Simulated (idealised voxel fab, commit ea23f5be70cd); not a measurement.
Title: Process Module voxel ribs on slabs
Shown is cross-section cut, with a width of 145 nm and square cells of size 5 nm.
Heads up, the way a cross-section reads in here is a grid of square cells, handed over as bands from the top down, with every band being one or more rows of cells.
Band: top height; bottom height; in nm. Then, left to right: material with width in nm, for each material. "everywhere": a single material spanning edge to edge. "air": empty space.
All heights in this document are referenced to 0, defined as the level beneath which the wafer, as received, consists entirely of one material. The lowest band is not bounded below; it extends indefinitely downward and is written in the form "0 -> down".
So if you see something like "30 to 40" for the width, read it as the top row of the band sitting at the first number and the bottom row at the second, with every row in between moving by the same amount as the last.
It should be understood that the words "changes: none", when stated for a given step, signify that the cross-section underwent no change in any of its cells during that step.
The list in "Listed closed voids" covers empty spaces of 8 cells or more that cannot reach the top through any open way, and it gives each as width x height at distance; the distance is from the left edge, and width, height and distance are in nm.
Formally, on a step line, whatever follows the settings is a remark that the simulator itself makes on the step.
overlay nm: right-of-plan distance of the mask on a masked step; negative values mean left-of-plan.

## Steps in the process plan
| 1 | RECEIVE, material Si |
| 2 | DIRECTIONAL_DEP, material SiO2, thk nm 25 |
| 3 | DIRECTIONAL_DEP, material polySi, thk nm 20 |
| 4 | DIRECTIONAL_DEP, material aC, thk nm 10 |
| 5 | PATTERN, tone cover, mask id RIB, material resist, width nm 20, thk nm 25, overlay nm 0 |
| 6 | DIRECTIONAL_ETCH, etch materials aC, depth nm 10 |
| 7 | STRIP, etch materials resist |
| 8 | DIRECTIONAL_ETCH, etch materials polySi, depth nm 15 |
| 9 | STRIP, etch materials aC |
| 10 | DIRECTIONAL_DEP, material aC, thk nm 15 |
| 11 | PATTERN, tone cover, mask id SLAB, material resist, width nm 60, thk nm 30, overlay nm -15 |
| 12 | DIRECTIONAL_ETCH, etch materials aC, depth nm 15 |
| 13 | STRIP, etch materials resist |
| 14 | DIRECTIONAL_ETCH, etch materials polySi, depth nm 5 |
| 15 | STRIP, etch materials aC |
| 16 | FILL_DEP, material SiO2, thk nm 20 |
| 17 | CMP, height nm 55 |
| 18 | DIRECTIONAL_DEP, material TiN, thk nm 10 |
| 19 | PATTERN, tone cover, mask id HEATER, material resist, width nm 30, thk nm 20, overlay nm 0 |
| 20 | DIRECTIONAL_ETCH, etch materials TiN, depth nm 10 |
| 21 | STRIP, etch materials resist |
| 22 | CONFORMAL_DEP, material SiO2, thk nm 10 |
Quick note for whoever runs this: the wafers start identical, but the overlay nm at step 11 isn't the same across them. The plan just shows what the first wafer had.

## The first of several wafers as received, shown in cross-section; this is its state after step 1
    0 -> down | Si everywhere
    Listed closed voids: none

## Wafer cross-section (first of several) - module end, post step 22 (last step)
    75 -> 65 | air=45 | SiO2=50 | air=50
    65 -> 55 | SiO2=55 | TiN=30 | SiO2=60
    55 -> 45 | SiO2 everywhere
    45 -> 30 | SiO2=60 | polySi=20 | SiO2=65
    30 -> 25 | SiO2=25 | polySi=60 | SiO2=60
    25 -> 0 | SiO2 everywhere
    0 -> down | Si everywhere
    Listed closed voids: none

## Last wafer, end of module, cross-section
    75 -> 65 | air=45 | SiO2=50 | air=50
    65 -> 55 | SiO2=55 | TiN=30 | SiO2=60
    55 -> 45 | SiO2 everywhere
    45 -> 30 | SiO2=60 | polySi=20 | SiO2=65
    30 -> 25 | SiO2=55 | polySi=60 | SiO2=30
    25 -> 0 | SiO2 everywhere
    0 -> down | Si everywhere
    Listed closed voids: none

## Where each wafer stands at the end of the module, a row apiece: cells of each material gained (+) or lost (-) since it was received, then closed voids
overlay nm -15 | +361 SiO2 | +12 TiN | +24 polySi | Listed closed voids: none
overlay nm -10 | +361 SiO2 | +12 TiN | +24 polySi | Listed closed voids: none
overlay nm -5 | +361 SiO2 | +12 TiN | +24 polySi | Listed closed voids: none
overlay nm 0 | +361 SiO2 | +12 TiN | +24 polySi | Listed closed voids: none
overlay nm 5 | +361 SiO2 | +12 TiN | +24 polySi | Listed closed voids: none
overlay nm 10 | +361 SiO2 | +12 TiN | +24 polySi | Listed closed voids: none
overlay nm 15 | +361 SiO2 | +12 TiN | +24 polySi | Listed closed voids: none
